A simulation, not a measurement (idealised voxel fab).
process module | voxel wiring stack
cross-section cut | 175 nm wide | cells 5 nm
A cross-section is a grid of square cells, given in bands from the top down. A band is one or more rows of cells.
Each band's line starts with the height of the band's top and of its bottom, in nm. Then come its materials from left to right, each with its width in nm. One material with "throughout" fills the band from edge to edge. "air" is empty space.
Height 0 is the level under which the wafer as received is all one material. The lowest band goes on downwards, as in "0 down".
A width such as "30 to 40" changes by the same amount from each row of cells to the next, from the band's top row to its bottom row.
"no change" after a step means that no cell of the cross-section changed.
closed voids: empty space of 8 cells or more with no open way to the top, each as width x height at its distance from the left edge, in nm
after a step's settings: what the simulator itself notes on the step
overlay nm, on a step with a mask: how far to the right of its planned place the mask lay; to the left if negative
plan
1 op RECEIVE | material Si
2 op CONFORMAL_DEP | material SiO2 | thk nm 10
3 op CONFORMAL_DEP | material SiCN | thk nm 5
4 op DIRECTIONAL_DEP | material SiO2 | thk nm 25
5 op DIRECTIONAL_DEP | material aC | thk nm 15
6 op PATTERN | tone open | mask id METAL_1 | material resist | width nm 25 | pitch nm 40 | thk nm 30 | overlay nm 0
7 op DIRECTIONAL_ETCH | etch materials aC | depth nm 15
8 op STRIP | etch materials resist
9 op DIRECTIONAL_ETCH | etch materials SiO2 | depth nm 25
10 op DIRECTIONAL_ETCH | etch materials SiCN | depth nm 5
11 op STRIP | etch materials aC
12 op CONFORMAL_DEP | material TiN | thk nm 5
13 op FILL_DEP | material Ru | thk nm 5
14 op CMP | height nm 40
15 op EPI | material Ru | thk nm 5
16 op FILL_DEP | material SiCN | thk nm 5
17 op DIRECTIONAL_DEP | material SiO2 | thk nm 25
18 op MASKED_ETCH | tone open | mask id METAL_2 | width nm 25 | pitch nm 40 | etch materials SiO2 | depth nm 15 | overlay nm 0
19 op PATTERN | tone open | mask id METAL_2_HOLES | material resist | width nm 15 | pitch nm 40 | thk nm 15 | overlay nm 0
20 op DIRECTIONAL_ETCH | etch materials SiO2 | depth nm 10
21 op DIRECTIONAL_ETCH | etch materials SiCN | depth nm 5
22 op STRIP | etch materials resist
23 op CONFORMAL_DEP | material TiN | thk nm 5
24 op FILL_DEP | material Cu | thk nm 5
25 op CMP | height nm 75
26 op CONFORMAL_DEP | material SiCN | thk nm 5
as received, after step 1
  0 down: Si throughout
  closed voids: none
a wafer at the end: this start, this plan, one mistake
  80 to 75: SiCN throughout
  75 to 50: SiO2 throughout
  50 to 45: SiCN throughout
  45 to 40: SiCN 30 | Ru 35 | SiCN 5 | Ru 35 | SiCN 5 | Ru 35 | SiCN 30
  40 to 15: SiO2 35 | TiN 5 | Ru 15 | TiN 5 | SiO2 15 | TiN 5 | Ru 15 | TiN 5 | SiO2 15 | TiN 5 | Ru 15 | TiN 5 | SiO2 35
  15 to 10: SiCN 35 | TiN 25 | SiCN 15 | TiN 25 | SiCN 15 | TiN 25 | SiCN 35
  10 to 0: SiO2 throughout
  0 down: Si throughout
  closed voids: none
what went wrong: step 17 was run twice
